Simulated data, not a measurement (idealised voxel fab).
voxel wiring stack: a process module
It is cross-section cut that appears here, measuring 285 nm in width, its square cells being 5 nm in size.
In what follows, cross-sections appear as grids of square cells, described through bands that run from the top down, where every band is one or more rows of cells.
What a band's entry tells you: where the top is and where the bottom is, as heights in nm, and after that what lies inside, material by material from left to right, each with its width in nm. Empty space is written as the word "blank", and a single material marked with the word "throughout" occupies the band from edge to edge.
Heads up on the height convention: 0 is the point under which the incoming wafer is all one material, and the lowest band has no bottom, it just keeps going down, like "from 0 down".
Width spec "30 to 40" -> top row of cells at first value, bottom row at second value, equal per-row change in between.
It should be understood that the words "all unchanged", when stated for a given step, signify that the cross-section underwent no change in any of its cells during that step.
So "Voids lacking openings" is basically the list of trapped voids: any empty space of 8 cells or more that can't reach the top through an opening. They're written width x height at distance, the distance being from the left edge, and it's all nm.
Post-settings text on a step line: simulator's own remark regarding the step.
Regarding "overlay nm": on a step with a mask, it is the distance the mask lay to the right of its planned place; a negative value places it to the left.
The steps planned for the process are as follows:
1. RECEIVE: material Si
2. CONFORMAL_DEP: material SiO2, thk nm 15
3. CONFORMAL_DEP: material SiN, thk nm 5
4. DIRECTIONAL_DEP: material SiO2, thk nm 20
5. DIRECTIONAL_DEP: material aC, thk nm 15
6. PATTERN: tone open, mask id METAL_1, material resist, width nm 25, pitch nm 50, thk nm 35, overlay nm 0
7. DIRECTIONAL_ETCH: etch materials aC, depth nm 15
8. STRIP: etch materials resist
9. DIRECTIONAL_ETCH: etch materials SiO2, depth nm 20
10. DIRECTIONAL_ETCH: etch materials SiN, depth nm 5
11. STRIP: etch materials aC
12. CONFORMAL_DEP: material TiN, thk nm 5
13. FILL_DEP: material W, thk nm 5
14. CMP: height nm 40
15. EPI: material Ru, thk nm 5
16. FILL_DEP: material SiCN, thk nm 5
17. DIRECTIONAL_DEP: material SiO2, thk nm 15
18. PATTERN: tone open, mask id PLUG_1, material resist, width nm 15, pitch nm 50, thk nm 20, overlay nm 0
19. DIRECTIONAL_ETCH: etch materials SiO2, depth nm 15
20. DIRECTIONAL_ETCH: etch materials SiCN, depth nm 5
21. STRIP: etch materials resist
22. CONFORMAL_DEP: material TiN, thk nm 5
23. FILL_DEP: material Ru, thk nm 10
24. CMP: height nm 65
25. CONFORMAL_DEP: material SiN, thk nm 5
26. DIRECTIONAL_DEP: material lowk, thk nm 20
27. MASKED_ETCH: tone open, mask id METAL_2, width nm 25, pitch nm 50, etch materials lowk, depth nm 20, overlay nm 0
28. MASKED_ETCH: tone open, mask id METAL_2, width nm 25, pitch nm 50, etch materials SiN, depth nm 5, overlay nm 0
29. CONFORMAL_DEP: material TiN, thk nm 5
30. FILL_DEP: material Cu, thk nm 5
31. CMP: height nm 90
32. CONFORMAL_DEP: material SiCN, thk nm 5
First out of two wafers; run went to plan:
Shown in cross-section is the wafer as received, that is, as it stands after step 1:
  from 0 down = Si throughout
  Voids lacking openings: none
State of the wafer after step 2, shown in cross-section:
  from 15 to 0 = SiO2 throughout
  Lower than 0, everything is as it was.
State of the wafer after step 3, shown in cross-section:
  from 20 to 15 = SiN throughout
  Lower than 15, everything is as it was.
State of the wafer after step 4, shown in cross-section:
  from 40 to 20 = SiO2 throughout
  Lower than 20, everything is as it was.
State of the wafer after step 5, shown in cross-section:
  from 55 to 40 = aC throughout
  Lower than 40, everything is as it was.
State of the wafer after step 6, shown in cross-section:
  from 90 to 55 = resist=80, then blank=25, then resist=25, then blank=25, then resist=25, then blank=25, then resist=80
  Lower than 55, everything is as it was.
State of the wafer after step 7, shown in cross-section:
  from 75 to 55 = resist=80, then blank=25, then resist=25, then blank=25, then resist=25, then blank=25, then resist=80
  from 55 to 40 = aC=80, then blank=25, then aC=25, then blank=25, then aC=25, then blank=25, then aC=80
  Lower than 40, everything is as it was.
State of the wafer after step 8, shown in cross-section:
  from 55 to 40 = aC=80, then blank=25, then aC=25, then blank=25, then aC=25, then blank=25, then aC=80
  Lower than 40, everything is as it was.
State of the wafer after step 9, shown in cross-section:
  from 55 to 40 = aC=80, then blank=25, then aC=25, then blank=25, then aC=25, then blank=25, then aC=80
  from 40 to 20 = SiO2=80, then blank=25, then SiO2=25, then blank=25, then SiO2=25, then blank=25, then SiO2=80
  Lower than 20, everything is as it was.
State of the wafer after step 10, shown in cross-section:
  from 55 to 40 = aC=80, then blank=25, then aC=25, then blank=25, then aC=25, then blank=25, then aC=80
  from 40 to 20 = SiO2=80, then blank=25, then SiO2=25, then blank=25, then SiO2=25, then blank=25, then SiO2=80
  from 20 to 15 = SiN=80, then blank=25, then SiN=25, then blank=25, then SiN=25, then blank=25, then SiN=80
  Lower than 15, everything is as it was.
State of the wafer after step 11, shown in cross-section:
  from 40 to 20 = SiO2=80, then blank=25, then SiO2=25, then blank=25, then SiO2=25, then blank=25, then SiO2=80
  Lower than 20, everything is as it was.
State of the wafer after step 12, shown in cross-section:
  from 45 to 40 = TiN=85, then blank=15, then TiN=35, then blank=15, then TiN=35, then blank=15, then TiN=85
  from 40 to 20 = SiO2=80, then TiN=5, then blank=15, then TiN=5, then SiO2=25, then TiN=5, then blank=15, then TiN=5, then SiO2=25, then TiN=5, then blank=15, then TiN=5, then SiO2=80
  from 20 to 15 = SiN=80, then TiN=25, then SiN=25, then TiN=25, then SiN=25, then TiN=25, then SiN=80
  Lower than 15, everything is as it was.
State of the wafer after step 13, shown in cross-section:
  from 50 to 45 = W throughout
  from 45 to 40 = TiN=85, then W=15, then TiN=35, then W=15, then TiN=35, then W=15, then TiN=85
  from 40 to 20 = SiO2=80, then TiN=5, then W=15, then TiN=5, then SiO2=25, then TiN=5, then W=15, then TiN=5, then SiO2=25, then TiN=5, then W=15, then TiN=5, then SiO2=80
  Lower than 20, everything is as it was.
State of the wafer after step 14, shown in cross-section:
  from 40 to 20 = SiO2=80, then TiN=5, then W=15, then TiN=5, then SiO2=25, then TiN=5, then W=15, then TiN=5, then SiO2=25, then TiN=5, then W=15, then TiN=5, then SiO2=80
  Lower than 20, everything is as it was.
State of the wafer after step 15, shown in cross-section:
  from 45 to 40 = blank=75, then Ru=35, then blank=15, then Ru=35, then blank=15, then Ru=35, then blank=75
  Lower than 40, everything is as it was.
State of the wafer after step 16, shown in cross-section:
  from 50 to 45 = SiCN throughout
  from 45 to 40 = SiCN=75, then Ru=35, then SiCN=15, then Ru=35, then SiCN=15, then Ru=35, then SiCN=75
  Lower than 40, everything is as it was.
State of the wafer after step 17, shown in cross-section:
  from 65 to 50 = SiO2 throughout
  Lower than 50, everything is as it was.
State of the wafer after step 18, shown in cross-section:
  from 85 to 65 = resist=80, then blank=15, then resist=35, then blank=15, then resist=35, then blank=15, then resist=90
  Lower than 65, everything is as it was.
State of the wafer after step 19, shown in cross-section:
  from 85 to 65 = resist=80, then blank=15, then resist=35, then blank=15, then resist=35, then blank=15, then resist=90
  from 65 to 50 = SiO2=80, then blank=15, then SiO2=35, then blank=15, then SiO2=35, then blank=15, then SiO2=90
  Lower than 50, everything is as it was.
State of the wafer after step 20, shown in cross-section:
  from 85 to 65 = resist=80, then blank=15, then resist=35, then blank=15, then resist=35, then blank=15, then resist=90
  from 65 to 50 = SiO2=80, then blank=15, then SiO2=35, then blank=15, then SiO2=35, then blank=15, then SiO2=90
  from 50 to 45 = SiCN=80, then blank=15, then SiCN=35, then blank=15, then SiCN=35, then blank=15, then SiCN=90
  Lower than 45, everything is as it was.
State of the wafer after step 21, shown in cross-section:
  from 65 to 50 = SiO2=80, then blank=15, then SiO2=35, then blank=15, then SiO2=35, then blank=15, then SiO2=90
  Lower than 50, everything is as it was.
State of the wafer after step 22, shown in cross-section:
  from 70 to 65 = TiN=85, then blank=5, then TiN=45, then blank=5, then TiN=45, then blank=5, then TiN=95
  from 65 to 50 = SiO2=80, then TiN=5, then blank=5, then TiN=5, then SiO2=35, then TiN=5, then blank=5, then TiN=5, then SiO2=35, then TiN=5, then blank=5, then TiN=5, then SiO2=90
  from 50 to 45 = SiCN=80, then TiN=15, then SiCN=35, then TiN=15, then SiCN=35, then TiN=15, then SiCN=90
  Lower than 45, everything is as it was.
State of the wafer after step 23, shown in cross-section:
  from 80 to 70 = Ru throughout
  from 70 to 65 = TiN=85, then Ru=5, then TiN=45, then Ru=5, then TiN=45, then Ru=5, then TiN=95
  from 65 to 50 = SiO2=80, then TiN=5, then Ru=5, then TiN=5, then SiO2=35, then TiN=5, then Ru=5, then TiN=5, then SiO2=35, then TiN=5, then Ru=5, then TiN=5, then SiO2=90
  Lower than 50, everything is as it was.
State of the wafer after step 24, shown in cross-section:
  from 65 to 50 = SiO2=80, then TiN=5, then Ru=5, then TiN=5, then SiO2=35, then TiN=5, then Ru=5, then TiN=5, then SiO2=35, then TiN=5, then Ru=5, then TiN=5, then SiO2=90
  Lower than 50, everything is as it was.
State of the wafer after step 25, shown in cross-section:
  from 70 to 65 = SiN throughout
  Lower than 65, everything is as it was.
State of the wafer after step 26, shown in cross-section:
  from 90 to 70 = lowk throughout
  Lower than 70, everything is as it was.
State of the wafer after step 27, shown in cross-section:
  from 90 to 70 = lowk=80, then blank=25, then lowk=25, then blank=25, then lowk=25, then blank=25, then lowk=80
  Lower than 70, everything is as it was.
State of the wafer after step 28, shown in cross-section:
  from 90 to 70 = lowk=80, then blank=25, then lowk=25, then blank=25, then lowk=25, then blank=25, then lowk=80
  from 70 to 65 = SiN=80, then blank=25, then SiN=25, then blank=25, then SiN=25, then blank=25, then SiN=80
  Lower than 65, everything is as it was.
State of the wafer after step 29, shown in cross-section:
  from 95 to 90 = TiN=85, then blank=15, then TiN=35, then blank=15, then TiN=35, then blank=15, then TiN=85
  from 90 to 70 = lowk=80, then TiN=5, then blank=15, then TiN=5, then lowk=25, then TiN=5, then blank=15, then TiN=5, then lowk=25, then TiN=5, then blank=15, then TiN=5, then lowk=80
  from 70 to 65 = SiN=80, then TiN=25, then SiN=25, then TiN=25, then SiN=25, then TiN=25, then SiN=80
  Lower than 65, everything is as it was.
State of the wafer after step 30, shown in cross-section:
  from 100 to 95 = Cu throughout
  from 95 to 90 = TiN=85, then Cu=15, then TiN=35, then Cu=15, then TiN=35, then Cu=15, then TiN=85
  from 90 to 70 = lowk=80, then TiN=5, then Cu=15, then TiN=5, then lowk=25, then TiN=5, then Cu=15, then TiN=5, then lowk=25, then TiN=5, then Cu=15, then TiN=5, then lowk=80
  Lower than 70, everything is as it was.
State of the wafer after step 31, shown in cross-section:
  from 90 to 70 = lowk=80, then TiN=5, then Cu=15, then TiN=5, then lowk=25, then TiN=5, then Cu=15, then TiN=5, then lowk=25, then TiN=5, then Cu=15, then TiN=5, then lowk=80
  Lower than 70, everything is as it was.
State of the wafer after step 32, shown in cross-section:
  from 95 to 90 = SiCN throughout
  Lower than 90, everything is as it was.
Wafer two. Same start, same plan, one slip in execution. Same as wafer one through step 17, inclusive:
Second wafer, sectioned view, at step 18's planned end time:
  from 85 to 65 = blank=80, then resist=15, then blank=35, then resist=15, then blank=35, then resist=15, then blank=90
  Lower than 65, everything is as it was.
Second wafer, sectioned view, at step 19's planned end time:
  from 85 to 65 = blank=80, then resist=15, then blank=35, then resist=15, then blank=35, then resist=15, then blank=90
  from 65 to 50 = blank=80, then SiO2=15, then blank=35, then SiO2=15, then blank=35, then SiO2=15, then blank=90
  Lower than 50, everything is as it was.
Second wafer, sectioned view, at step 20's planned end time:
  from 85 to 65 = blank=80, then resist=15, then blank=35, then resist=15, then blank=35, then resist=15, then blank=90
  from 65 to 50 = blank=80, then SiO2=15, then blank=35, then SiO2=15, then blank=35, then SiO2=15, then blank=90
  from 50 to 45 = blank=80, then SiCN=15, then blank=35, then SiCN=15, then blank=35, then SiCN=15, then blank=90
  Lower than 45, everything is as it was.
Second wafer, sectioned view, at step 21's planned end time:
  from 65 to 50 = blank=80, then SiO2=15, then blank=35, then SiO2=15, then blank=35, then SiO2=15, then blank=90
  Lower than 50, everything is as it was.
Second wafer, sectioned view, at step 22's planned end time:
  from 70 to 65 = blank=75, then TiN=25, then blank=25, then TiN=25, then blank=25, then TiN=25, then blank=85
  from 65 to 50 = blank=75, then TiN=5, then SiO2=15, then TiN=5, then blank=25, then TiN=5, then SiO2=15, then TiN=5, then blank=25, then TiN=5, then SiO2=15, then TiN=5, then blank=85
  from 50 to 45 = TiN=80, then SiCN=15, then TiN=35, then SiCN=15, then TiN=35, then SiCN=15, then TiN=90
  Lower than 45, everything is as it was.
Second wafer, sectioned view, at step 23's planned end time:
  from 80 to 70 = Ru throughout
  from 70 to 65 = Ru=75, then TiN=25, then Ru=25, then TiN=25, then Ru=25, then TiN=25, then Ru=85
  from 65 to 50 = Ru=75, then TiN=5, then SiO2=15, then TiN=5, then Ru=25, then TiN=5, then SiO2=15, then TiN=5, then Ru=25, then TiN=5, then SiO2=15, then TiN=5, then Ru=85
  Lower than 50, everything is as it was.
Second wafer, sectioned view, at step 24's planned end time:
  from 65 to 50 = Ru=75, then TiN=5, then SiO2=15, then TiN=5, then Ru=25, then TiN=5, then SiO2=15, then TiN=5, then Ru=25, then TiN=5, then SiO2=15, then TiN=5, then Ru=85
  Lower than 50, everything is as it was.
Second wafer, sectioned view, at step 25's planned end time:
  from 70 to 65 = SiN throughout
  Lower than 65, everything is as it was.
Second wafer, sectioned view, at step 26's planned end time:
  from 90 to 70 = lowk throughout
  Lower than 70, everything is as it was.
Second wafer, sectioned view, at step 27's planned end time:
  from 90 to 70 = lowk=80, then blank=25, then lowk=25, then blank=25, then lowk=25, then blank=25, then lowk=80
  Lower than 70, everything is as it was.
Second wafer, sectioned view, at step 28's planned end time:
  from 90 to 70 = lowk=80, then blank=25, then lowk=25, then blank=25, then lowk=25, then blank=25, then lowk=80
  from 70 to 65 = SiN=80, then blank=25, then SiN=25, then blank=25, then SiN=25, then blank=25, then SiN=80
  Lower than 65, everything is as it was.
Second wafer, sectioned view, at step 29's planned end time:
  from 95 to 90 = TiN=85, then blank=15, then TiN=35, then blank=15, then TiN=35, then blank=15, then TiN=85
  from 90 to 70 = lowk=80, then TiN=5, then blank=15, then TiN=5, then lowk=25, then TiN=5, then blank=15, then TiN=5, then lowk=25, then TiN=5, then blank=15, then TiN=5, then lowk=80
  from 70 to 65 = SiN=80, then TiN=25, then SiN=25, then TiN=25, then SiN=25, then TiN=25, then SiN=80
  Lower than 65, everything is as it was.
Second wafer, sectioned view, at step 30's planned end time:
  from 100 to 95 = Cu throughout
  from 95 to 90 = TiN=85, then Cu=15, then TiN=35, then Cu=15, then TiN=35, then Cu=15, then TiN=85
  from 90 to 70 = lowk=80, then TiN=5, then Cu=15, then TiN=5, then lowk=25, then TiN=5, then Cu=15, then TiN=5, then lowk=25, then TiN=5, then Cu=15, then TiN=5, then lowk=80
  Lower than 70, everything is as it was.
Second wafer, sectioned view, at step 31's planned end time:
  from 90 to 70 = lowk=80, then TiN=5, then Cu=15, then TiN=5, then lowk=25, then TiN=5, then Cu=15, then TiN=5, then lowk=25, then TiN=5, then Cu=15, then TiN=5, then lowk=80
  Lower than 70, everything is as it was.
Second wafer, sectioned view, at step 32's planned end time:
  from 95 to 90 = SiCN throughout
  Lower than 90, everything is as it was.
So what did we get wrong on this run? the process deviated at step 18: the operation and settings actually run there were PATTERN: tone cover, mask id PLUG_1, material resist, width nm 15, pitch nm 50, thk nm 20, overlay nm 0
Looking at both finished wafers in cells, the second ends up ahead of or behind the first on some materials: 117 more of Ru, 39 fewer of SiCN, 117 fewer of SiO2, 39 more of TiN
